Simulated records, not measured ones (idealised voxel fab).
Process module heading - voxel ribs on slabs
It is cross-section cut that appears here, measuring 170 nm in width, its square cells being 5 nm in size.
Cross-section spec: square-cell grid; bands listed top down; each band is one or more rows. Each band's line starts with the height of the band's top and of its bottom, in nm. Then come its materials from left to right, each with its width in nm. One material with "throughout" fills the band from edge to edge. "blank" is empty space. Heads up on the height convention: 0 is the point under which the incoming wafer is all one material, and the lowest band has no bottom, it just keeps going down, like "z 0 and below". Graded width ("30 to 40"): value in top row of band = first number; value in bottom row = second number; row-to-row change constant. "changes: none" (step): cross-section cells unchanged, all of them. "Sealed void listing" specifies each empty space that is not open to the top and that occupies no fewer than 8 cells, using the form width x height at distance, the distance measured from the left edge and all three quantities in nm. Heads up: the bit after the settings on a step's line is the simulator's remark on that step. overlay nm: on a step with a mask, how far right of its planned place the mask lay; negative means left.
[These are the steps we planned for the process]
1) RECEIVE with material Si
2) DIRECTIONAL_DEP with material SiO2, thk nm 30
3) DIRECTIONAL_DEP with material SiN, thk nm 15
4) PATTERN with tone cover, mask id RIB, material resist, width nm 30, thk nm 20, overlay nm 0
5) DIRECTIONAL_ETCH with etch materials SiN, depth nm 10
6) STRIP with etch materials resist
7) DIRECTIONAL_DEP with material aC, thk nm 10
8) PATTERN with tone cover, mask id SLAB, material resist, width nm 60, thk nm 25, overlay nm 0
9) DIRECTIONAL_ETCH with etch materials aC, depth nm 10
10) STRIP with etch materials resist
11) DIRECTIONAL_ETCH with etch materials SiN, depth nm 5
12) STRIP with etch materials aC
13) FILL_DEP with material SiO2, thk nm 30
14) CMP with height nm 65
15) DIRECTIONAL_DEP with material W, thk nm 5
16) PATTERN with tone cover, mask id HEATER, material resist, width nm 40, thk nm 20, overlay nm 0
17) DIRECTIONAL_ETCH with etch materials W, depth nm 5
18) STRIP with etch materials resist
19) CONFORMAL_DEP with material SiN, thk nm 10
[as received, after step 1]
  z 0 and below = Si throughout
  Sealed void listing: none
[Sectioned view, first of two wafers, at the close of the module, processed as intended in the plan]
  z 80 to 75 = blank 55 nm, SiN 60 nm, blank 55 nm
  z 75 to 70 = SiN throughout
  z 70 to 65 = SiN 65 nm, W 40 nm, SiN 65 nm
  z 65 to 45 = SiO2 throughout
  z 45 to 35 = SiO2 70 nm, SiN 30 nm, SiO2 70 nm
  z 35 to 30 = SiO2 55 nm, SiN 60 nm, SiO2 55 nm
  z 30 to 0 = SiO2 throughout
  z 0 and below = Si throughout
  Sealed void listing: none
[What the second wafer looks like in cross-section once the module is done. Its start and its plan matched the first wafer's exactly; what differed was one mistake in how it was run]
  z 80 to 75 = blank 55 nm, SiN 60 nm, blank 55 nm
  z 75 to 70 = SiN throughout
  z 70 to 65 = SiN 65 nm, W 40 nm, SiN 65 nm
  z 65 to 15 = SiO2 throughout
  z 15 to 0 = SiN throughout
  z 0 and below = Si throughout
  Sealed void listing: none
Heads up, the wafer didn't run the way we planned it: steps 2 and 3 swapped
Final wafer comparison in cells, second versus first, more or fewer per material: +78 SiN; -78 SiO2
